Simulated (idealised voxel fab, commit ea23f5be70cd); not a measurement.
Proc. module: voxel double patterning
Cross-sectional view cut (width: 180 nm; square cell size: 5 nm).
Cross-section = grid of square cells, listed top down in bands; band = one or more rows. Band: top and bottom heights (nm) first, top before bottom; then materials from left to right, widths in nm. "edge to edge" marks a sole material filling the band edge to edge. "empty" denotes empty space. Where do heights start? At 0: under that level the wafer as delivered is made of one material only. And the lowest band has no floor; it just carries on downward, as in "top 0, no bottom". Top row gets the first number, bottom row gets the second, and each row in between changes by the same step: that is how a band width like "30..40" works. Basically "no change" means that step didn't change any cell in the cross-section. Listed in "Trapped cavities": every empty space of 8 or more cells without an open way to the top. Form: width x height at distance, the distance being from the left edge, all in nm. It should be noted that, on the line of a given step, the content following the step's settings is a remark produced by the simulator itself with respect to that step. On any step carrying a mask, the "overlay nm" setting, if present on the step's line, tells how far right of its planned place the mask lay; negative values point to the left.
### The planned process steps are enumerated hereunder
1 RECEIVE with material Si
2 CONFORMAL_DEP with material SiO2, thk nm 10
3 DIRECTIONAL_DEP with material W, thk nm 20
4 DIRECTIONAL_DEP with material SiN, thk nm 5
5 PATTERN with tone open, mask id FIRST, material resist, width nm 15, pitch nm 50, thk nm 15, overlay nm 0
6 DIRECTIONAL_ETCH with etch materials SiN, depth nm 5
7 STRIP with etch materials resist
8 DIRECTIONAL_DEP with material aC, thk nm 15
9 PATTERN with tone open, mask id SECOND, material resist, width nm 15, pitch nm 50, thk nm 30, overlay nm 0
10 DIRECTIONAL_ETCH with etch materials aC, depth nm 15
11 STRIP with etch materials resist
12 DIRECTIONAL_ETCH with etch materials SiN, depth nm 5
13 STRIP with etch materials aC
14 DIRECTIONAL_ETCH with etch materials W, depth nm 20
15 STRIP with etch materials SiN
### Here's what the wafer looked like in cross-section when it arrived - that's after step 1
- top 0, no bottom = Si edge to edge
- Trapped cavities: none
### Below is the wafer in cross-section after the module was completed. It began from the starting point shown above and followed the plan shown above, except that one mistake was made while running it
- top 30, bottom 10 = 30 nm W | 20 nm empty | 5 nm W | 15 nm empty | 10 nm W | 20 nm empty | 5 nm W | 15 nm empty | 10 nm W | 20 nm empty | 30 nm W
- top 10, bottom 0 = SiO2 edge to edge
- top 0, no bottom = Si edge to edge
- Trapped cavities: none
Finding, execution versus plan: step 5, actual vs plan mismatch, actual run PATTERN with tone open, mask id FIRST, material resist, width nm 20, pitch nm 50, thk nm 15, overlay nm 0
